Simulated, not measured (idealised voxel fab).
Title: Process Module voxel tone inversion
Cross-sectional view cut (width: 175 nm; square cell size: 5 nm).
Just so we're on the same page, the cross-sections are grids of square cells, and they're listed out in bands top to bottom, each band one or more rows deep.
Within each band entry, the heights of the top and of the bottom of the band appear first, in that order and in nm; the materials of the band then follow from left to right, each with its corresponding width in nm. The designation "all across" on a single material indicates that it fills the band from edge to edge; the designation "blank" indicates empty space.
Heads up on the height convention: 0 is the point under which the incoming wafer is all one material, and the lowest band has no bottom, it just keeps going down, like "0 and below".
The notation "30->40" denotes a width that varies across the rows of cells in the band, beginning at the first number in the top row, finishing at the second number in the bottom row, and changing by an identical amount from each row to the next.
Step marked "identical to before"? Then no cell in the cross-section changed in it.
If an empty space has no open way to the top and is at least 8 cells in size, "Enclosed void inventory" lists it, written width x height at distance, where distance is measured from the left edge and every value is in nm.
What comes after the settings on a step's line is commentary from the simulator itself on that step.
What "overlay nm" on a step's line means: if the step has a mask, that mask lay this far to the right of its planned place, or, when the value is negative, to the left.
PLANNED PROCESS STEPS
step 1: RECEIVE with material Si
step 2: CONFORMAL_DEP with material SiCN, thk nm 10
step 3: DIRECTIONAL_DEP with material polySi, thk nm 25
step 4: PATTERN with tone cover, mask id POSTS, material resist, width nm 25, pitch nm 50, thk nm 35, overlay nm 0
step 5: DIRECTIONAL_ETCH with etch materials polySi, depth nm 25
step 6: STRIP with etch materials resist
step 7: FILL_DEP with material SiO2, thk nm 10
step 8: CMP with height nm 35
step 9: STRIP with etch materials polySi
step 10: CONFORMAL_DEP with material TiN, thk nm 5
step 11: FILL_DEP with material Cu, thk nm 10
step 12: CMP with height nm 35
step 13: CONFORMAL_DEP with material SiCN, thk nm 5
CONCERNING THE FIRST OF TWO WAFERS, WHICH WAS RUN IN ACCORDANCE WITH THE PLAN
STEP 1 COMPLETE: CROSS-SECTION OF THE WAFER AS RECEIVED
> 0 and below  Si all across
> Enclosed void inventory: none
THE WAFER, SEEN IN CROSS-SECTION, AFTER STEP 2
> 10 down to 0  SiCN all across
> Whatever lies below 0 is exactly as it was before.
THE WAFER, SEEN IN CROSS-SECTION, AFTER STEP 3
> 35 down to 10  polySi all across
> Whatever lies below 10 is exactly as it was before.
THE WAFER, SEEN IN CROSS-SECTION, AFTER STEP 4
> 70 down to 35  blank: 25; resist: 25; blank: 25; resist: 25; blank: 25; resist: 25; blank: 25
> Whatever lies below 35 is exactly as it was before.
THE WAFER, SEEN IN CROSS-SECTION, AFTER STEP 5
> 70 down to 35  blank: 25; resist: 25; blank: 25; resist: 25; blank: 25; resist: 25; blank: 25
> 35 down to 10  blank: 25; polySi: 25; blank: 25; polySi: 25; blank: 25; polySi: 25; blank: 25
> Whatever lies below 10 is exactly as it was before.
THE WAFER, SEEN IN CROSS-SECTION, AFTER STEP 6
> 35 down to 10  blank: 25; polySi: 25; blank: 25; polySi: 25; blank: 25; polySi: 25; blank: 25
> Whatever lies below 10 is exactly as it was before.
THE WAFER, SEEN IN CROSS-SECTION, AFTER STEP 7
> 45 down to 35  SiO2 all across
> 35 down to 10  SiO2: 25; polySi: 25; SiO2: 25; polySi: 25; SiO2: 25; polySi: 25; SiO2: 25
> Whatever lies below 10 is exactly as it was before.
THE WAFER, SEEN IN CROSS-SECTION, AFTER STEP 8
> 35 down to 10  SiO2: 25; polySi: 25; SiO2: 25; polySi: 25; SiO2: 25; polySi: 25; SiO2: 25
> Whatever lies below 10 is exactly as it was before.
THE WAFER, SEEN IN CROSS-SECTION, AFTER STEP 9
> 35 down to 10  SiO2: 25; blank: 25; SiO2: 25; blank: 25; SiO2: 25; blank: 25; SiO2: 25
> Whatever lies below 10 is exactly as it was before.
THE WAFER, SEEN IN CROSS-SECTION, AFTER STEP 10
> 40 down to 35  TiN: 30; blank: 15; TiN: 35; blank: 15; TiN: 35; blank: 15; TiN: 30
> 35 down to 15  SiO2: 25; TiN: 5; blank: 15; TiN: 5; SiO2: 25; TiN: 5; blank: 15; TiN: 5; SiO2: 25; TiN: 5; blank: 15; TiN: 5; SiO2: 25
> 15 down to 10  SiO2: 25; TiN: 25; SiO2: 25; TiN: 25; SiO2: 25; TiN: 25; SiO2: 25
> Whatever lies below 10 is exactly as it was before.
THE WAFER, SEEN IN CROSS-SECTION, AFTER STEP 11
> 50 down to 40  Cu all across
> 40 down to 35  TiN: 30; Cu: 15; TiN: 35; Cu: 15; TiN: 35; Cu: 15; TiN: 30
> 35 down to 15  SiO2: 25; TiN: 5; Cu: 15; TiN: 5; SiO2: 25; TiN: 5; Cu: 15; TiN: 5; SiO2: 25; TiN: 5; Cu: 15; TiN: 5; SiO2: 25
> Whatever lies below 15 is exactly as it was before.
THE WAFER, SEEN IN CROSS-SECTION, AFTER STEP 12
> 35 down to 15  SiO2: 25; TiN: 5; Cu: 15; TiN: 5; SiO2: 25; TiN: 5; Cu: 15; TiN: 5; SiO2: 25; TiN: 5; Cu: 15; TiN: 5; SiO2: 25
> Whatever lies below 15 is exactly as it was before.
THE WAFER, SEEN IN CROSS-SECTION, AFTER STEP 13
> 40 down to 35  SiCN all across
> Whatever lies below 35 is exactly as it was before.
THE REMAINING WAFER, SECOND OF THE TWO, STARTED LIKE THE FIRST AND WAS RUN TO THE SAME PLAN, EXCEPT THAT ONE MISTAKE WAS MADE ALONG THE WAY; THE TWO COINCIDE THROUGH STEP 1, INCLUSIVE
THE SECOND WAFER IN CROSS-SECTION, AT THE PLANNED CLOSE OF STEP 2
> 25 down to 0  polySi all across
> Whatever lies below 0 is exactly as it was before.
THE SECOND WAFER IN CROSS-SECTION, AT THE PLANNED CLOSE OF STEP 3
> 35 down to 25  SiCN all across
> Whatever lies below 25 is exactly as it was before.
THE SECOND WAFER IN CROSS-SECTION, AT THE PLANNED CLOSE OF STEP 4
> 70 down to 35  blank: 25; resist: 25; blank: 25; resist: 25; blank: 25; resist: 25; blank: 25
> Whatever lies below 35 is exactly as it was before.
The second wafer in cross-section, at the planned close of step 5: identical to before
THE SECOND WAFER IN CROSS-SECTION, AT THE PLANNED CLOSE OF STEP 6
> 35 down to 25  SiCN all across
> Whatever lies below 25 is exactly as it was before.
THE SECOND WAFER IN CROSS-SECTION, AT THE PLANNED CLOSE OF STEP 7
> 45 down to 35  SiO2 all across
> Whatever lies below 35 is exactly as it was before.
THE SECOND WAFER IN CROSS-SECTION, AT THE PLANNED CLOSE OF STEP 8
> 35 down to 25  SiCN all across
> Whatever lies below 25 is exactly as it was before.
The second wafer in cross-section, at the planned close of step 9: identical to before
THE SECOND WAFER IN CROSS-SECTION, AT THE PLANNED CLOSE OF STEP 10
> 40 down to 35  TiN all across
> Whatever lies below 35 is exactly as it was before.
THE SECOND WAFER IN CROSS-SECTION, AT THE PLANNED CLOSE OF STEP 11
> 50 down to 40  Cu all across
> Whatever lies below 40 is exactly as it was before.
THE SECOND WAFER IN CROSS-SECTION, AT THE PLANNED CLOSE OF STEP 12
> 35 down to 25  SiCN all across
> Whatever lies below 25 is exactly as it was before.
THE SECOND WAFER IN CROSS-SECTION, AT THE PLANNED CLOSE OF STEP 13
> 40 down to 25  SiCN all across
> Whatever lies below 25 is exactly as it was before.
what went wrong: steps 2 and 3 were swapped
at the end the second wafer has, in cells: 36 fewer of Cu | 100 fewer of SiO2 | 39 fewer of TiN | 175 more of polySi
